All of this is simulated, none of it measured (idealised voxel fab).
Process module under the name voxel local oxidation
Shown is cross-section cut, with a width of 295 nm and square cells of size 5 nm.
Throughout this document, each cross-section is represented as a grid of square cells and is presented as a sequence of bands enumerated from the top downward, where a band comprises one or more rows of cells. First you get the band's top height and its bottom height, in nm, and then the materials it's made of, left to right, with each width in nm. If you see a single material with "throughout", that one covers the band edge to edge. "blank" is empty space. Heads up on the height convention: 0 is the point under which the incoming wafer is all one material, and the lowest band has no bottom, it just keeps going down, like "from 0 down". With a width like "30..40", each row of cells in the band differs from the next by the same amount, the top row carrying the first number and the bottom row the second. Take "remains unaltered" at face value: in the step it is given for, the cross-section changed in none of its cells. "Unvented cavities": sealed empty spaces, 8 cells or more, no open way to top, listed width x height at distance, with distance from the left edge and width, height and distance in nm. The remark found on a step's line after its settings is issued by the simulator itself and pertains to that step. The "overlay nm" setting may appear on a step's line; for a step that uses a mask, it gives how far to the right of its planned position the mask lay, and a negative value indicates the left.

Listed below are the process steps as planned
1,RECEIVE | material Si
2,CONFORMAL_DEP | material SiO2 | thk nm 5
3,CONFORMAL_DEP | material SiN | thk nm 15
4,MASKED_ETCH | tone cover | mask id ACTIVE | width nm 100 | etch materials SiN | depth nm 15 | overlay nm 0
5,SELECTIVE_ETCH | etch materials SiO2 | depth nm 5
6,OXIDIZE | depth nm 10
7,STRIP | etch materials SiN

First of two wafers - as planned

Cross-section of the wafer upon arrival, representing the state reached after step 1
- from 0 down = Si throughout
- Unvented cavities: none

The wafer, seen in cross-section, after step 2
- from 5 to 0 = SiO2 throughout
- All layers under 0 are left as they were.

The wafer, seen in cross-section, after step 3
- from 20 to 5 = SiN throughout
- All layers under 5 are left as they were.

The wafer, seen in cross-section, after step 4
- from 20 to 5 = blank 95 nm | SiN 100 nm | blank 100 nm
- All layers under 5 are left as they were.

The wafer, seen in cross-section, after step 5
- from 20 to 5 = blank 95 nm | SiN 100 nm | blank 100 nm
- from 5 to 0 = blank 100 nm | SiO2 90 nm | blank 105 nm
- All layers under 0 are left as they were.

The wafer, seen in cross-section, after step 6
- from 20 to 5 = blank 95 nm | SiN 100 nm | blank 100 nm
- from 5 to 0 = blank 100 nm | SiO2 90 nm | blank 105 nm
- from 0 to -10 = SiO2 110 nm | Si 70 nm | SiO2 115 nm
- All layers under -10 are left as they were.

The wafer, seen in cross-section, after step 7
- from 5 to 0 = blank 100 nm | SiO2 90 nm | blank 105 nm
- All layers under 0 are left as they were.

Second wafer - shared start and plan with the first - one error in running - same as the first up to step 5 inclusive

What the second wafer looks like in cross-section when step 6 should have wrapped up
- from 20 to 5 = blank 95 nm | SiN 100 nm | blank 100 nm
- from 5 to 0 = blank 100 nm | SiO2 90 nm | blank 105 nm
- from 0 to -15 = SiO2 115 nm | Si 60 nm | SiO2 120 nm
- All layers under -15 are left as they were.

What the second wafer looks like in cross-section when step 7 should have wrapped up
- from 5 to 0 = blank 100 nm | SiO2 90 nm | blank 105 nm
- All layers under 0 are left as they were.
Deviation noted in wafer processing: step 6 was processed under conditions differing from the plan, specifically as OXIDIZE | depth nm 15
Materials where the second wafer ends with more or fewer cells than the first: Si -51; SiO2 +51
